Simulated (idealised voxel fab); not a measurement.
process module | voxel wiring stack
Pictured: cross-section cut, 170 nm wide, on a grid of 5 nm square cells.
This document writes a cross-section as a grid whose cells are square, and gives it as bands, listed from the top down; one or more rows of cells form a band. It is stipulated that each band's entry specify, in nanometres, the height of the top of the band and then that of its bottom, followed by the materials of the band in left-to-right sequence, each together with its width in nanometres. A single material marked by the word "all across" is understood to fill the band from edge to edge; the word "air" is understood to denote empty space. Counting heights begins at 0, where everything beneath is, in the wafer as received, one material. The lowest band has no bottom; it goes on downwards, as "top 0, no bottom" shows. Note: "30 to 40" means the width goes from the first number (top row of the band) to the second number (bottom row) in equal steps per row of cells. Where the words "stayed the same" appear for a step, the cross-section shows no cell changed by that step; every cell remained as before. "Sealed internal voids" enumerates empty spaces isolated from the top, with no open way to it, that contain at least 8 cells, giving each as width x height at distance from the left edge, all three in nm. Heads up: the bit after the settings on a step's line is the simulator's remark on that step. overlay nm, on a step with a mask: how far to the right of its planned place the mask lay; to the left if negative. Read the rest as pairs. Take the cross-section before one process step, then the cross-section after it, which shows only down to the lowest band that changed. Under the pair, find the step between them and its settings. Bear in mind that pairs may come from different runs of this module on the same starting wafer: link a pair to the pair above it only where its entry headed "Pre-step geometry" says to.

Pre-step geometry
  top 0, no bottom | Si all across
  Sealed internal voids: none

Step Result
  top 15, bottom 0 | SiO2 all across
  Below 0, no change.
  Sealed internal voids: none
In between the before and after cross-sections above, the step is CONFORMAL_DEP,material SiO2,thk nm 15

Pre-step geometry: unchanged from the after cross-section in the pair immediately above; refer to that figure.

Step Result
  top 20, bottom 15 | TiN all across
  Below 15, no change.
  Sealed internal voids: none
In between the before and after cross-sections above, the step is DIRECTIONAL_DEP,material TiN,thk nm 5

Pre-step geometry: unchanged from the after cross-section in the pair immediately above; refer to that figure.

Step Result
  top 35, bottom 20 | Ru all across
  Below 20, no change.
  Sealed internal voids: none
In between the before and after cross-sections above, the step is DIRECTIONAL_DEP,material Ru,thk nm 15

Pre-step geometry: unchanged from the after cross-section in the pair immediately above; refer to that figure.

Step Result
  top 50, bottom 35 | air=50, resist=25, air=15, resist=25, air=55
  Below 35, no change.
  Sealed internal voids: none
In between the before and after cross-sections above, the step is PATTERN,tone cover,mask id METAL_1,material resist,width nm 25,pitch nm 40,thk nm 15,overlay nm 0

Pre-step geometry: unchanged from the after cross-section in the pair immediately above; refer to that figure.

Step Result
  top 50, bottom 35 | air=50, resist=25, air=15, resist=25, air=55
  top 35, bottom 20 | air=50, Ru=25, air=15, Ru=25, air=55
  Below 20, no change.
  Sealed internal voids: none
In between the before and after cross-sections above, the step is DIRECTIONAL_ETCH,etch materials Ru,depth nm 15

Pre-step geometry: unchanged from the after cross-section in the pair immediately above; refer to that figure.

Step Result
  top 50, bottom 35 | air=50, resist=25, air=15, resist=25, air=55
  top 35, bottom 20 | air=50, Ru=25, air=15, Ru=25, air=55
  top 20, bottom 15 | air=50, TiN=25, air=15, TiN=25, air=55
  Below 15, no change.
  Sealed internal voids: none
In between the before and after cross-sections above, the step is DIRECTIONAL_ETCH,etch materials TiN,depth nm 5

Pre-step geometry: unchanged from the after cross-section in the pair immediately above; refer to that figure.

Step Result
  top 35, bottom 20 | air=50, Ru=25, air=15, Ru=25, air=55
  Below 20, no change.
  Sealed internal voids: none
In between the before and after cross-sections above, the step is STRIP,etch materials resist

Pre-step geometry: unchanged from the after cross-section in the pair immediately above; refer to that figure.

Step Result
  top 40, bottom 35 | air=45, SiCN=35, air=5, SiCN=35, air=50
  top 35, bottom 20 | air=45, SiCN=5, Ru=25, SiCN=5, air=5, SiCN=5, Ru=25, SiCN=5, air=50
  top 20, bottom 15 | SiCN=50, TiN=25, SiCN=15, TiN=25, SiCN=55
  Below 15, no change.
  Sealed internal voids: none
In between the before and after cross-sections above, the step is CONFORMAL_DEP,material SiCN,thk nm 5

Pre-step geometry: unchanged from the after cross-section in the pair immediately above; refer to that figure.

Step Result
  top 50, bottom 40 | lowk all across
  top 40, bottom 35 | lowk=45, SiCN=35, lowk=5, SiCN=35, lowk=50
  top 35, bottom 20 | lowk=45, SiCN=5, Ru=25, SiCN=5, lowk=5, SiCN=5, Ru=25, SiCN=5, lowk=50
  Below 20, no change.
  Sealed internal voids: none
In between the before and after cross-sections above, the step is FILL_DEP,material lowk,thk nm 10

Pre-step geometry: unchanged from the after cross-section in the pair immediately above; refer to that figure.

Step Result
  top 35, bottom 20 | lowk=45, SiCN=5, Ru=25, SiCN=5, lowk=5, SiCN=5, Ru=25, SiCN=5, lowk=50
  Below 20, no change.
  Sealed internal voids: none
In between the before and after cross-sections above, the step is CMP,height nm 35

Pre-step geometry: unchanged from the after cross-section in the pair immediately above; refer to that figure.

Step Result
  top 40, bottom 35 | SiCN all across
  Below 35, no change.
  Sealed internal voids: none
In between the before and after cross-sections above, the step is CONFORMAL_DEP,material SiCN,thk nm 5

Pre-step geometry: unchanged from the after cross-section in the pair immediately above; refer to that figure.

Step Result
  top 50, bottom 40 | lowk all across
  Below 40, no change.
  Sealed internal voids: none
In between the before and after cross-sections above, the step is DIRECTIONAL_DEP,material lowk,thk nm 10

Pre-step geometry: unchanged from the after cross-section in the pair immediately above; refer to that figure.

Step Result
  top 70, bottom 50 | resist=50, air=15, resist=105
  Below 50, no change.
  Sealed internal voids: none
In between the before and after cross-sections above, the step is PATTERN,tone open,mask id PLUG_1,material resist,width nm 15,thk nm 20,overlay nm 0

Pre-step geometry: unchanged from the after cross-section in the pair immediately above; refer to that figure.

Step Result
  top 70, bottom 50 | resist=50, air=15, resist=105
  top 50, bottom 40 | lowk=50, air=15, lowk=105
  Below 40, no change.
  Sealed internal voids: none
In between the before and after cross-sections above, the step is DIRECTIONAL_ETCH,etch materials lowk,depth nm 10

Pre-step geometry: unchanged from the after cross-section in the pair immediately above; refer to that figure.

Step Result
  top 70, bottom 50 | resist=50, air=15, resist=105
  top 50, bottom 40 | lowk=50, air=15, lowk=105
  top 40, bottom 35 | SiCN=50, air=15, SiCN=105
  Below 35, no change.
  Sealed internal voids: none
In between the before and after cross-sections above, the step is DIRECTIONAL_ETCH,etch materials SiCN,depth nm 5

Pre-step geometry: unchanged from the after cross-section in the pair immediately above; refer to that figure.

Step Result
  top 50, bottom 40 | lowk=50, air=15, lowk=105
  Below 40, no change.
  Sealed internal voids: none
In between the before and after cross-sections above, the step is STRIP,etch materials resist

Pre-step geometry: unchanged from the after cross-section in the pair immediately above; refer to that figure.

Step Result
  top 55, bottom 50 | TiN=55, air=5, TiN=110
  top 50, bottom 40 | lowk=50, TiN=5, air=5, TiN=5, lowk=105
  top 40, bottom 35 | SiCN=50, TiN=15, SiCN=105
  Below 35, no change.
  Sealed internal voids: none
In between the before and after cross-sections above, the step is CONFORMAL_DEP,material TiN,thk nm 5

Pre-step geometry: unchanged from the after cross-section in the pair immediately above; refer to that figure.

Step Result
  top 65, bottom 55 | W all across
  top 55, bottom 50 | TiN=55, W=5, TiN=110
  top 50, bottom 40 | lowk=50, TiN=5, W=5, TiN=5, lowk=105
  Below 40, no change.
  Sealed internal voids: none
In between the before and after cross-sections above, the step is FILL_DEP,material W,thk nm 10

Pre-step geometry: unchanged from the after cross-section in the pair immediately above; refer to that figure.

Step Result
  top 50, bottom 40 | lowk=50, TiN=5, W=5, TiN=5, lowk=105
  Below 40, no change.
  Sealed internal voids: none
In between the before and after cross-sections above, the step is CMP,height nm 50

Pre-step geometry: unchanged from the after cross-section in the pair immediately above; refer to that figure.

Step Result
  top 55, bottom 50 | TiN all across
  Below 50, no change.
  Sealed internal voids: none
In between the before and after cross-sections above, the step is DIRECTIONAL_DEP,material TiN,thk nm 5

Pre-step geometry: unchanged from the after cross-section in the pair immediately above; refer to that figure.

Step Result
  top 80, bottom 55 | Ru all across
  Below 55, no change.
  Sealed internal voids: none
In between the before and after cross-sections above, the step is DIRECTIONAL_DEP,material Ru,thk nm 25

Pre-step geometry: unchanged from the after cross-section in the pair immediately above; refer to that figure.

Step Result
  top 95, bottom 80 | aC all across
  Below 80, no change.
  Sealed internal voids: none
In between the before and after cross-sections above, the step is DIRECTIONAL_DEP,material aC,thk nm 15

Pre-step geometry: unchanged from the after cross-section in the pair immediately above; refer to that figure.

Step Result
  top 125, bottom 95 | air=50, resist=25, air=15, resist=25, air=55
  Below 95, no change.
  Sealed internal voids: none
In between the before and after cross-sections above, the step is PATTERN,tone cover,mask id METAL_2,material resist,width nm 25,pitch nm 40,thk nm 30,overlay nm 0

Pre-step geometry: unchanged from the after cross-section in the pair immediately above; refer to that figure.

Step Result
  top 110, bottom 95 | air=50, resist=25, air=15, resist=25, air=55
  top 95, bottom 80 | air=50, aC=25, air=15, aC=25, air=55
  Below 80, no change.
  Sealed internal voids: none
In between the before and after cross-sections above, the step is DIRECTIONAL_ETCH,etch materials aC,depth nm 15

Pre-step geometry: unchanged from the after cross-section in the pair immediately above; refer to that figure.

Step Result
  top 95, bottom 80 | air=50, aC=25, air=15, aC=25, air=55
  Below 80, no change.
  Sealed internal voids: none
In between the before and after cross-sections above, the step is STRIP,etch materials resist

Pre-step geometry: unchanged from the after cross-section in the pair immediately above; refer to that figure.

Step Result
  top 95, bottom 80 | air=50, aC=25, air=15, aC=25, air=55
  top 80, bottom 55 | air=50, Ru=25, air=15, Ru=25, air=55
  Below 55, no change.
  Sealed internal voids: none
In between the before and after cross-sections above, the step is DIRECTIONAL_ETCH,etch materials Ru,depth nm 25

Pre-step geometry: unchanged from the after cross-section in the pair immediately above; refer to that figure.

Step Result
  top 95, bottom 80 | air=50, aC=25, air=15, aC=25, air=55
  top 80, bottom 55 | air=50, Ru=25, air=15, Ru=25, air=55
  top 55, bottom 50 | air=50, TiN=25, air=15, TiN=25, air=55
  Below 50, no change.
  Sealed internal voids: none
In between the before and after cross-sections above, the step is DIRECTIONAL_ETCH,etch materials TiN,depth nm 5

Pre-step geometry: unchanged from the after cross-section in the pair immediately above; refer to that figure.

Step Result
  top 80, bottom 55 | air=50, Ru=25, air=15, Ru=25, air=55
  Below 55, no change.
  Sealed internal voids: none
In between the before and after cross-sections above, the step is STRIP,etch materials aC

Pre-step geometry: unchanged from the after cross-section in the pair immediately above; refer to that figure.

Step Result
  top 85, bottom 80 | lowk all across
  top 80, bottom 55 | lowk=50, Ru=25, lowk=15, Ru=25, lowk=55
  top 55, bottom 50 | lowk=50, TiN=25, lowk=15, TiN=25, lowk=55
  Below 50, no change.
  Sealed internal voids: none
In between the before and after cross-sections above, the step is FILL_DEP,material lowk,thk nm 5

Pre-step geometry: unchanged from the after cross-section in the pair immediately above; refer to that figure.

Step Result
  top 80, bottom 55 | lowk=50, Ru=25, lowk=15, Ru=25, lowk=55
  Below 55, no change.
  Sealed internal voids: none
In between the before and after cross-sections above, the step is CMP,height nm 80

Pre-step geometry: unchanged from the after cross-section in the pair immediately above; refer to that figure.

Step Result
  top 85, bottom 80 | SiCN all across
  Below 80, no change.
  Sealed internal voids: none
In between the before and after cross-sections above, the step is CONFORMAL_DEP,material SiCN,thk nm 5

Pre-step geometry: unchanged from the after cross-section in the pair immediately above; refer to that figure.

Step Result
  top 110, bottom 85 | SiO2 all across
  Below 85, no change.
  Sealed internal voids: none
In between the before and after cross-sections above, the step is DIRECTIONAL_DEP,material SiO2,thk nm 25

Pre-step geometry: unchanged from the after cross-section in the pair immediately above; refer to that figure.

Step Result
  top 125, bottom 110 | resist=50, air=15, resist=105
  Below 110, no change.
  Sealed internal voids: none
In between the before and after cross-sections above, the step is PATTERN,tone open,mask id METAL_3_HOLES,material resist,width nm 15,thk nm 15,overlay nm 0

Pre-step geometry: unchanged from the after cross-section in the pair immediately above; refer to that figure.

Step Result
  top 125, bottom 110 | resist=50, air=15, resist=105
  top 110, bottom 85 | SiO2=50, air=15, SiO2=105
  Below 85, no change.
  Sealed internal voids: none
In between the before and after cross-sections above, the step is DIRECTIONAL_ETCH,etch materials SiO2,depth nm 25

Pre-step geometry: unchanged from the after cross-section in the pair immediately above; refer to that figure.

Step Result
  top 110, bottom 85 | SiO2=50, air=15, SiO2=105
  Below 85, no change.
  Sealed internal voids: none
In between the before and after cross-sections above, the step is STRIP,etch materials resist

Pre-step geometry: unchanged from the after cross-section in the pair immediately above; refer to that figure.

Step Result
  top 125, bottom 110 | resist=50, air=25, resist=15, air=25, resist=55
  Below 110, no change.
  Sealed internal voids: none
In between the before and after cross-sections above, the step is PATTERN,tone open,mask id METAL_3,material resist,width nm 25,pitch nm 40,thk nm 15,overlay nm 0

Pre-step geometry: unchanged from the after cross-section in the pair immediately above; refer to that figure.

Step Result
  top 125, bottom 110 | resist=50, air=25, resist=15, air=25, resist=55
  top 110, bottom 95 | SiO2=50, air=25, SiO2=15, air=25, SiO2=55
  Below 95, no change.
  Sealed internal voids: none
In between the before and after cross-sections above, the step is DIRECTIONAL_ETCH,etch materials SiO2,depth nm 15

Pre-step geometry: unchanged from the after cross-section in the pair immediately above; refer to that figure.

Step Result
  top 125, bottom 110 | resist=50, air=25, resist=15, air=25, resist=55
  top 110, bottom 95 | SiO2=50, air=25, SiO2=15, air=25, SiO2=55
  top 95, bottom 85 | SiO2=50, air=15, SiO2=105
  top 85, bottom 80 | SiCN=50, air=15, SiCN=105
  Below 80, no change.
  Sealed internal voids: none
In between the before and after cross-sections above, the step is DIRECTIONAL_ETCH,etch materials SiCN,depth nm 5

Pre-step geometry: unchanged from the after cross-section in the pair immediately above; refer to that figure.

Step Result
  top 110, bottom 95 | SiO2=50, air=25, SiO2=15, air=25, SiO2=55
  Below 95, no change.
  Sealed internal voids: none
In between the before and after cross-sections above, the step is STRIP,etch materials resist

Pre-step geometry: unchanged from the after cross-section in the pair immediately above; refer to that figure.

Step Result
  top 115, bottom 110 | TiN=55, air=15, TiN=25, air=15, TiN=60
  top 110, bottom 100 | SiO2=50, TiN=5, air=15, TiN=5, SiO2=15, TiN=5, air=15, TiN=5, SiO2=55
  top 100, bottom 95 | SiO2=50, TiN=5, air=5, TiN=15, SiO2=15, TiN=25, SiO2=55
  top 95, bottom 85 | SiO2=50, TiN=5, air=5, TiN=5, SiO2=105
  top 85, bottom 80 | SiCN=50, TiN=15, SiCN=105
  Below 80, no change.
  Sealed internal voids: none
In between the before and after cross-sections above, the step is CONFORMAL_DEP,material TiN,thk nm 5

Pre-step geometry: unchanged from the after cross-section in the pair immediately above; refer to that figure.

Step Result
  top 125, bottom 115 | Cu all across
  top 115, bottom 110 | TiN=55, Cu=15, TiN=25, Cu=15, TiN=60
  top 110, bottom 100 | SiO2=50, TiN=5, Cu=15, TiN=5, SiO2=15, TiN=5, Cu=15, TiN=5, SiO2=55
  top 100, bottom 95 | SiO2=50, TiN=5, Cu=5, TiN=15, SiO2=15, TiN=25, SiO2=55
  top 95, bottom 85 | SiO2=50, TiN=5, Cu=5, TiN=5, SiO2=105
  Below 85, no change.
  Sealed internal voids: none
In between the before and after cross-sections above, the step is FILL_DEP,material Cu,thk nm 10

Pre-step geometry: unchanged from the after cross-section in the pair immediately above; refer to that figure.

Step Result
  top 110, bottom 100 | SiO2=50, TiN=5, Cu=15, TiN=5, SiO2=15, TiN=5, Cu=15, TiN=5, SiO2=55
  Below 100, no change.
  Sealed internal voids: none
In between the before and after cross-sections above, the step is CMP,height nm 110

Pre-step geometry: unchanged from the after cross-section in the pair immediately above; refer to that figure.

Step Result
  top 115, bottom 110 | SiN all across
  Below 110, no change.
  Sealed internal voids: none
In between the before and after cross-sections above, the step is CONFORMAL_DEP,material SiN,thk nm 5

Pre-step geometry
  top 65, bottom 55 | W all across
  top 55, bottom 50 | TiN=55, W=5, TiN=110
  top 50, bottom 40 | lowk=50, TiN=5, W=5, TiN=5, lowk=105
  top 40, bottom 35 | SiCN=50, TiN=15, SiCN=105
  top 35, bottom 20 | lowk=45, SiCN=5, Ru=25, SiCN=5, lowk=5, SiCN=5, Ru=25, SiCN=5, lowk=50
  top 20, bottom 15 | SiCN=50, TiN=25, SiCN=15, TiN=25, SiCN=55
  top 15, bottom 0 | SiO2 all across
  top 0, no bottom | Si all across
  Sealed internal voids: none

Step Result
  top 70, bottom 65 | TiN all across
  Below 65, no change.
  Sealed internal voids: none
In between the before and after cross-sections above, the step is DIRECTIONAL_DEP,material TiN,thk nm 5

Pre-step geometry: unchanged from the after cross-section in the pair immediately above; refer to that figure.

Step Result
  top 95, bottom 70 | Ru all across
  Below 70, no change.
  Sealed internal voids: none
In between the before and after cross-sections above, the step is DIRECTIONAL_DEP,material Ru,thk nm 25

Pre-step geometry: unchanged from the after cross-section in the pair immediately above; refer to that figure.

Step Result
  top 110, bottom 95 | aC all across
  Below 95, no change.
  Sealed internal voids: none
In between the before and after cross-sections above, the step is DIRECTIONAL_DEP,material aC,thk nm 15

Pre-step geometry: unchanged from the after cross-section in the pair immediately above; refer to that figure.

Step Result
  top 140, bottom 110 | air=50, resist=25, air=15, resist=25, air=55
  Below 110, no change.
  Sealed internal voids: none
In between the before and after cross-sections above, the step is PATTERN,tone cover,mask id METAL_2,material resist,width nm 25,pitch nm 40,thk nm 30,overlay nm 0

Pre-step geometry: unchanged from the after cross-section in the pair immediately above; refer to that figure.

Step Result
  top 125, bottom 110 | air=50, resist=25, air=15, resist=25, air=55
  top 110, bottom 95 | air=50, aC=25, air=15, aC=25, air=55
  Below 95, no change.
  Sealed internal voids: none
In between the before and after cross-sections above, the step is DIRECTIONAL_ETCH,etch materials aC,depth nm 15

Pre-step geometry: unchanged from the after cross-section in the pair immediately above; refer to that figure.

Step Result
  top 110, bottom 95 | air=50, aC=25, air=15, aC=25, air=55
  Below 95, no change.
  Sealed internal voids: none
In between the before and after cross-sections above, the step is STRIP,etch materials resist

Pre-step geometry: unchanged from the after cross-section in the pair immediately above; refer to that figure.

Step Result
  top 110, bottom 95 | air=50, aC=25, air=15, aC=25, air=55
  top 95, bottom 70 | air=50, Ru=25, air=15, Ru=25, air=55
  Below 70, no change.
  Sealed internal voids: none
In between the before and after cross-sections above, the step is DIRECTIONAL_ETCH,etch materials Ru,depth nm 25

Pre-step geometry: unchanged from the after cross-section in the pair immediately above; refer to that figure.

Step Result
  top 110, bottom 95 | air=50, aC=25, air=15, aC=25, air=55
  top 95, bottom 70 | air=50, Ru=25, air=15, Ru=25, air=55
  top 70, bottom 65 | air=50, TiN=25, air=15, TiN=25, air=55
  Below 65, no change.
  Sealed internal voids: none
In between the before and after cross-sections above, the step is DIRECTIONAL_ETCH,etch materials TiN,depth nm 5

Pre-step geometry: unchanged from the after cross-section in the pair immediately above; refer to that figure.

Step Result
  top 95, bottom 70 | air=50, Ru=25, air=15, Ru=25, air=55
  Below 70, no change.
  Sealed internal voids: none
In between the before and after cross-sections above, the step is STRIP,etch materials aC

Pre-step geometry: unchanged from the after cross-section in the pair immediately above; refer to that figure.

Step Result
  top 100, bottom 95 | lowk all across
  top 95, bottom 70 | lowk=50, Ru=25, lowk=15, Ru=25, lowk=55
  top 70, bottom 65 | lowk=50, TiN=25, lowk=15, TiN=25, lowk=55
  Below 65, no change.
  Sealed internal voids: none
In between the before and after cross-sections above, the step is FILL_DEP,material lowk,thk nm 5

Pre-step geometry: unchanged from the after cross-section in the pair immediately above; refer to that figure.

Step Result
  top 80, bottom 70 | lowk=50, Ru=25, lowk=15, Ru=25, lowk=55
  Below 70, no change.
  Sealed internal voids: none
In between the before and after cross-sections above, the step is CMP,height nm 80

Pre-step geometry: unchanged from the after cross-section in the pair immediately above; refer to that figure.

Step Result
  top 85, bottom 80 | SiCN all across
  Below 80, no change.
  Sealed internal voids: none
In between the before and after cross-sections above, the step is CONFORMAL_DEP,material SiCN,thk nm 5

Pre-step geometry: unchanged from the after cross-section in the pair immediately above; refer to that figure.

Step Result
  top 110, bottom 85 | SiO2 all across
  Below 85, no change.
  Sealed internal voids: none
In between the before and after cross-sections above, the step is DIRECTIONAL_DEP,material SiO2,thk nm 25

Pre-step geometry: unchanged from the after cross-section in the pair immediately above; refer to that figure.

Step Result
  top 125, bottom 110 | resist=50, air=15, resist=105
  Below 110, no change.
  Sealed internal voids: none
In between the before and after cross-sections above, the step is PATTERN,tone open,mask id METAL_3_HOLES,material resist,width nm 15,thk nm 15,overlay nm 0

Pre-step geometry: unchanged from the after cross-section in the pair immediately above; refer to that figure.

Step Result
  top 125, bottom 110 | resist=50, air=15, resist=105
  top 110, bottom 85 | SiO2=50, air=15, SiO2=105
  Below 85, no change.
  Sealed internal voids: none
In between the before and after cross-sections above, the step is DIRECTIONAL_ETCH,etch materials SiO2,depth nm 25

Pre-step geometry: unchanged from the after cross-section in the pair immediately above; refer to that figure.

Step Result
  top 110, bottom 85 | SiO2=50, air=15, SiO2=105
  Below 85, no change.
  Sealed internal voids: none
In between the before and after cross-sections above, the step is STRIP,etch materials resist

Pre-step geometry: unchanged from the after cross-section in the pair immediately above; refer to that figure.

Step Result
  top 125, bottom 110 | resist=50, air=25, resist=15, air=25, resist=55
  Below 110, no change.
  Sealed internal voids: none
In between the before and after cross-sections above, the step is PATTERN,tone open,mask id METAL_3,material resist,width nm 25,pitch nm 40,thk nm 15,overlay nm 0

Pre-step geometry: unchanged from the after cross-section in the pair immediately above; refer to that figure.

Step Result
  top 125, bottom 110 | resist=50, air=25, resist=15, air=25, resist=55
  top 110, bottom 95 | SiO2=50, air=25, SiO2=15, air=25, SiO2=55
  Below 95, no change.
  Sealed internal voids: none
In between the before and after cross-sections above, the step is DIRECTIONAL_ETCH,etch materials SiO2,depth nm 15

Pre-step geometry: unchanged from the after cross-section in the pair immediately above; refer to that figure.

Step Result
  top 125, bottom 110 | resist=50, air=25, resist=15, air=25, resist=55
  top 110, bottom 95 | SiO2=50, air=25, SiO2=15, air=25, SiO2=55
  top 95, bottom 85 | SiO2=50, air=15, SiO2=105
  top 85, bottom 80 | SiCN=50, air=15, SiCN=105
  Below 80, no change.
  Sealed internal voids: none
In between the before and after cross-sections above, the step is DIRECTIONAL_ETCH,etch materials SiCN,depth nm 5

Pre-step geometry: unchanged from the after cross-section in the pair immediately above; refer to that figure.

Step Result
  top 110, bottom 95 | SiO2=50, air=25, SiO2=15, air=25, SiO2=55
  Below 95, no change.
  Sealed internal voids: none
In between the before and after cross-sections above, the step is STRIP,etch materials resist

Pre-step geometry: unchanged from the after cross-section in the pair immediately above; refer to that figure.

Step Result
  top 115, bottom 110 | TiN=55, air=15, TiN=25, air=15, TiN=60
  top 110, bottom 100 | SiO2=50, TiN=5, air=15, TiN=5, SiO2=15, TiN=5, air=15, TiN=5, SiO2=55
  top 100, bottom 95 | SiO2=50, TiN=5, air=5, TiN=15, SiO2=15, TiN=25, SiO2=55
  top 95, bottom 85 | SiO2=50, TiN=5, air=5, TiN=5, SiO2=105
  top 85, bottom 80 | SiCN=50, TiN=15, SiCN=105
  Below 80, no change.
  Sealed internal voids: none
In between the before and after cross-sections above, the step is CONFORMAL_DEP,material TiN,thk nm 5

Pre-step geometry: unchanged from the after cross-section in the pair immediately above; refer to that figure.

Step Result
  top 125, bottom 115 | Cu all across
  top 115, bottom 110 | TiN=55, Cu=15, TiN=25, Cu=15, TiN=60
  top 110, bottom 100 | SiO2=50, TiN=5, Cu=15, TiN=5, SiO2=15, TiN=5, Cu=15, TiN=5, SiO2=55
  top 100, bottom 95 | SiO2=50, TiN=5, Cu=5, TiN=15, SiO2=15, TiN=25, SiO2=55
  top 95, bottom 85 | SiO2=50, TiN=5, Cu=5, TiN=5, SiO2=105
  Below 85, no change.
  Sealed internal voids: none
In between the before and after cross-sections above, the step is FILL_DEP,material Cu,thk nm 10

Pre-step geometry: unchanged from the after cross-section in the pair immediately above; refer to that figure.

Step Result
  top 110, bottom 100 | SiO2=50, TiN=5, Cu=15, TiN=5, SiO2=15, TiN=5, Cu=15, TiN=5, SiO2=55
  Below 100, no change.
  Sealed internal voids: none
In between the before and after cross-sections above, the step is CMP,height nm 110

Pre-step geometry: unchanged from the after cross-section in the pair immediately above; refer to that figure.

Step Result
  top 115, bottom 110 | SiN all across
  Below 110, no change.
  Sealed internal voids: none
In between the before and after cross-sections above, the step is CONFORMAL_DEP,material SiN,thk nm 5

Pre-step geometry
  top 110, bottom 85 | SiO2 all across
  top 85, bottom 80 | SiCN all across
  top 80, bottom 55 | lowk=50, Ru=25, lowk=15, Ru=25, lowk=55
  top 55, bottom 50 | lowk=50, TiN=25, lowk=15, TiN=25, lowk=55
  top 50, bottom 40 | lowk=50, TiN=5, W=5, TiN=5, lowk=105
  top 40, bottom 35 | SiCN=50, TiN=15, SiCN=105
  top 35, bottom 20 | lowk=45, SiCN=5, Ru=25, SiCN=5, lowk=5, SiCN=5, Ru=25, SiCN=5, lowk=50
  top 20, bottom 15 | SiCN=50, TiN=25, SiCN=15, TiN=25, SiCN=55
  top 15, bottom 0 | SiO2 all across
  top 0, no bottom | Si all across
  Sealed internal voids: none

Step Result
  top 135, bottom 85 | SiO2 all across
  Below 85, no change.
  Sealed internal voids: none
In between the before and after cross-sections above, the step is DIRECTIONAL_DEP,material SiO2,thk nm 25

Pre-step geometry: unchanged from the after cross-section in the pair immediately above; refer to that figure.

Step Result
  top 150, bottom 135 | resist=50, air=15, resist=105
  Below 135, no change.
  Sealed internal voids: none
In between the before and after cross-sections above, the step is PATTERN,tone open,mask id METAL_3_HOLES,material resist,width nm 15,thk nm 15,overlay nm 0

Pre-step geometry: unchanged from the after cross-section in the pair immediately above; refer to that figure.

Step Result
  top 150, bottom 135 | resist=50, air=15, resist=105
  top 135, bottom 110 | SiO2=50, air=15, SiO2=105
  Below 110, no change.
  Sealed internal voids: none
In between the before and after cross-sections above, the step is DIRECTIONAL_ETCH,etch materials SiO2,depth nm 25

Pre-step geometry: unchanged from the after cross-section in the pair immediately above; refer to that figure.

Step Result
  top 135, bottom 110 | SiO2=50, air=15, SiO2=105
  Below 110, no change.
  Sealed internal voids: none
In between the before and after cross-sections above, the step is STRIP,etch materials resist

Pre-step geometry: unchanged from the after cross-section in the pair immediately above; refer to that figure.

Step Result
  top 150, bottom 135 | resist=50, air=25, resist=15, air=25, resist=55
  Below 135, no change.
  Sealed internal voids: none
In between the before and after cross-sections above, the step is PATTERN,tone open,mask id METAL_3,material resist,width nm 25,pitch nm 40,thk nm 15,overlay nm 0

Pre-step geometry: unchanged from the after cross-section in the pair immediately above; refer to that figure.

Step Result
  top 150, bottom 135 | resist=50, air=25, resist=15, air=25, resist=55
  top 135, bottom 120 | SiO2=50, air=25, SiO2=15, air=25, SiO2=55
  top 120, bottom 95 | SiO2=50, air=15, SiO2=105
  Below 95, no change.
  Sealed internal voids: none
In between the before and after cross-sections above, the step is DIRECTIONAL_ETCH,etch materials SiO2,depth nm 15

Pre-step geometry: unchanged from the after cross-section in the pair immediately above; refer to that figure.

Step Result
  top 135, bottom 120 | SiO2=50, air=25, SiO2=15, air=25, SiO2=55
  Below 120, no change.
  Sealed internal voids: none
In between the before and after cross-sections above, the step is STRIP,etch materials resist

Pre-step geometry: unchanged from the after cross-section in the pair immediately above; refer to that figure.

Step Result
  top 140, bottom 135 | TiN=55, air=15, TiN=25, air=15, TiN=60
  top 135, bottom 125 | SiO2=50, TiN=5, air=15, TiN=5, SiO2=15, TiN=5, air=15, TiN=5, SiO2=55
  top 125, bottom 120 | SiO2=50, TiN=5, air=5, TiN=15, SiO2=15, TiN=25, SiO2=55
  top 120, bottom 100 | SiO2=50, TiN=5, air=5, TiN=5, SiO2=105
  top 100, bottom 95 | SiO2=50, TiN=15, SiO2=105
  Below 95, no change.
  Sealed internal voids: none
In between the before and after cross-sections above, the step is CONFORMAL_DEP,material TiN,thk nm 5

Pre-step geometry: unchanged from the after cross-section in the pair immediately above; refer to that figure.

Step Result
  top 150, bottom 140 | Cu all across
  top 140, bottom 135 | TiN=55, Cu=15, TiN=25, Cu=15, TiN=60
  top 135, bottom 125 | SiO2=50, TiN=5, Cu=15, TiN=5, SiO2=15, TiN=5, Cu=15, TiN=5, SiO2=55
  top 125, bottom 120 | SiO2=50, TiN=5, Cu=5, TiN=15, SiO2=15, TiN=25, SiO2=55
  top 120, bottom 100 | SiO2=50, TiN=5, Cu=5, TiN=5, SiO2=105
  Below 100, no change.
  Sealed internal voids: none
In between the before and after cross-sections above, the step is FILL_DEP,material Cu,thk nm 10

Pre-step geometry: unchanged from the after cross-section in the pair immediately above; refer to that figure.

Step Result
  top 110, bottom 100 | SiO2=50, TiN=5, Cu=5, TiN=5, SiO2=105
  Below 100, no change.
  Sealed internal voids: none
In between the before and after cross-sections above, the step is CMP,height nm 110

Pre-step geometry: unchanged from the after cross-section in the pair immediately above; refer to that figure.

Step Result
  top 115, bottom 110 | SiN all across
  Below 110, no change.
  Sealed internal voids: none
In between the before and after cross-sections above, the step is CONFORMAL_DEP,material SiN,thk nm 5

Pre-step geometry
  top 0, no bottom | Si all across
  Sealed internal voids: none

Step Result
  top 5, bottom 0 | TiN all across
  Below 0, no change.
  Sealed internal voids: none
In between the before and after cross-sections above, the step is DIRECTIONAL_DEP,material TiN,thk nm 5

Pre-step geometry: unchanged from the after cross-section in the pair immediately above; refer to that figure.

Step Result
  top 20, bottom 5 | SiO2 all across
  Below 5, no change.
  Sealed internal voids: none
In between the before and after cross-sections above, the step is CONFORMAL_DEP,material SiO2,thk nm 15

Pre-step geometry: unchanged from the after cross-section in the pair immediately above; refer to that figure.

Step Result
  top 35, bottom 20 | Ru all across
  Below 20, no change.
  Sealed internal voids: none
In between the before and after cross-sections above, the step is DIRECTIONAL_DEP,material Ru,thk nm 15

Pre-step geometry: unchanged from the after cross-section in the pair immediately above; refer to that figure.

Step Result
  top 50, bottom 35 | air=50, resist=25, air=15, resist=25, air=55
  Below 35, no change.
  Sealed internal voids: none
In between the before and after cross-sections above, the step is PATTERN,tone cover,mask id METAL_1,material resist,width nm 25,pitch nm 40,thk nm 15,overlay nm 0

Pre-step geometry: unchanged from the after cross-section in the pair immediately above; refer to that figure.

Step Result
  top 50, bottom 35 | air=50, resist=25, air=15, resist=25, air=55
  top 35, bottom 20 | air=50, Ru=25, air=15, Ru=25, air=55
  Below 20, no change.
  Sealed internal voids: none
In between the before and after cross-sections above, the step is DIRECTIONAL_ETCH,etch materials Ru,depth nm 15
